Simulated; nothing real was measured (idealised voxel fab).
The process module that follows is named voxel ribs on slabs.
cross-section cut | 270 nm wide | cells 5 nm
We lay out every cross-section as a grid of square cells and spell it out in bands from the top down, where one band means one or more rows of cells. Quick guide to a band line: top height, bottom height (nm) up front; then every material left to right with its width in nm. Only one material and it's marked "everywhere"? Then it fills the band edge to edge. And "empty" just means empty space. Height 0 is the level under which the wafer as received is all one material. The lowest band goes on downwards, as in "0..down". A two-number width, for instance "30..40", indicates that the width is equal to the first number in the top row of the band and to the second number in the bottom row, and that it changes by a constant amount per row of cells. For the purposes of this document, the phrase "no modifications" attached to a step denotes that no cell within the cross-section was modified by that step. "Enclosed void entries" specifies each empty space that is not open to the top and that occupies no fewer than 8 cells, using the form width x height at distance, the distance measured from the left edge and all three quantities in nm. Whatever follows a step's settings on its line is a remark the simulator itself makes about that step. overlay nm: mask offset rightward from planned place, masked step; negative means leftward offset.
This section lists the process steps that were planned
- 1: RECEIVE (material Si)
- 2: DIRECTIONAL_DEP (material SiO2; thk nm 30)
- 3: DIRECTIONAL_DEP (material polySi; thk nm 15)
- 4: MASKED_ETCH (tone cover; mask id RIB; width nm 30; etch materials polySi; depth nm 10; overlay nm 0)
- 5: MASKED_ETCH (tone cover; mask id SLAB; width nm 60; etch materials polySi; depth nm 5; overlay nm 0)
- 6: FILL_DEP (material SiO2; thk nm 25)
- 7: CMP (height nm 60)
- 8: DIRECTIONAL_DEP (material W; thk nm 10)
- 9: PATTERN (tone cover; mask id HEATER; material resist; width nm 40; thk nm 20; overlay nm 0)
- 10: DIRECTIONAL_ETCH (etch materials W; depth nm 10)
- 11: STRIP (etch materials resist)
- 12: CONFORMAL_DEP (material SiN; thk nm 5)
The first of a set of two wafers, run to plan
Cross-section, incoming material, after step 1
* 0..down | Si everywhere
* Enclosed void entries: none
Once step 2 is through, the wafer looks like this in cross-section
* 30..0 | SiO2 everywhere
* All layers under 0 are left as they were.
Once step 3 is through, the wafer looks like this in cross-section
* 45..30 | polySi everywhere
* All layers under 30 are left as they were.
Once step 4 is through, the wafer looks like this in cross-section
* 45..35 | 120 nm empty  30 nm polySi  120 nm empty
* All layers under 35 are left as they were.
Once step 5 is through, the wafer looks like this in cross-section
* 45..35 | 120 nm empty  30 nm polySi  120 nm empty
* 35..30 | 105 nm empty  60 nm polySi  105 nm empty
* All layers under 30 are left as they were.
Once step 6 is through, the wafer looks like this in cross-section
* 70..45 | SiO2 everywhere
* 45..35 | 120 nm SiO2  30 nm polySi  120 nm SiO2
* 35..30 | 105 nm SiO2  60 nm polySi  105 nm SiO2
* All layers under 30 are left as they were.
Once step 7 is through, the wafer looks like this in cross-section
* 60..45 | SiO2 everywhere
* All layers under 45 are left as they were.
Once step 8 is through, the wafer looks like this in cross-section
* 70..60 | W everywhere
* All layers under 60 are left as they were.
Once step 9 is through, the wafer looks like this in cross-section
* 90..70 | 115 nm empty  40 nm resist  115 nm empty
* All layers under 70 are left as they were.
Once step 10 is through, the wafer looks like this in cross-section
* 90..70 | 115 nm empty  40 nm resist  115 nm empty
* 70..60 | 115 nm empty  40 nm W  115 nm empty
* All layers under 60 are left as they were.
Once step 11 is through, the wafer looks like this in cross-section
* 70..60 | 115 nm empty  40 nm W  115 nm empty
* All layers under 60 are left as they were.
Once step 12 is through, the wafer looks like this in cross-section
* 75..70 | 110 nm empty  50 nm SiN  110 nm empty
* 70..65 | 110 nm empty  5 nm SiN  40 nm W  5 nm SiN  110 nm empty
* 65..60 | 115 nm SiN  40 nm W  115 nm SiN
* All layers under 60 are left as they were.
Second wafer - shared start and plan with the first - one error in running - same as the first up to step 3 inclusive
Cross-section: second wafer, time at which step 4 was scheduled to end
* 45..35 | 125 nm empty  30 nm polySi  115 nm empty
* All layers under 35 are left as they were.
Cross-section: second wafer, time at which step 5 was scheduled to end
* 45..35 | 125 nm empty  30 nm polySi  115 nm empty
* 35..30 | 105 nm empty  60 nm polySi  105 nm empty
* All layers under 30 are left as they were.
Cross-section: second wafer, time at which step 6 was scheduled to end
* 70..45 | SiO2 everywhere
* 45..35 | 125 nm SiO2  30 nm polySi  115 nm SiO2
* 35..30 | 105 nm SiO2  60 nm polySi  105 nm SiO2
* All layers under 30 are left as they were.
Cross-section: second wafer, time at which step 7 was scheduled to end
* 60..45 | SiO2 everywhere
* All layers under 45 are left as they were.
Cross-section: second wafer, time at which step 8 was scheduled to end
* 70..60 | W everywhere
* All layers under 60 are left as they were.
Cross-section: second wafer, time at which step 9 was scheduled to end
* 90..70 | 115 nm empty  40 nm resist  115 nm empty
* All layers under 70 are left as they were.
Cross-section: second wafer, time at which step 10 was scheduled to end
* 90..70 | 115 nm empty  40 nm resist  115 nm empty
* 70..60 | 115 nm empty  40 nm W  115 nm empty
* All layers under 60 are left as they were.
Cross-section: second wafer, time at which step 11 was scheduled to end
* 70..60 | 115 nm empty  40 nm W  115 nm empty
* All layers under 60 are left as they were.
Cross-section: second wafer, time at which step 12 was scheduled to end
* 75..70 | 110 nm empty  50 nm SiN  110 nm empty
* 70..65 | 110 nm empty  5 nm SiN  40 nm W  5 nm SiN  110 nm empty
* 65..60 | 115 nm SiN  40 nm W  115 nm SiN
* All layers under 60 are left as they were.
What went wrong in running the wafer? step 4 ran as: MASKED_ETCH (tone cover; mask id RIB; width nm 30; etch materials polySi; depth nm 10; overlay nm 5)
Final wafers compared: equal cell tally per material, rearranged layout.
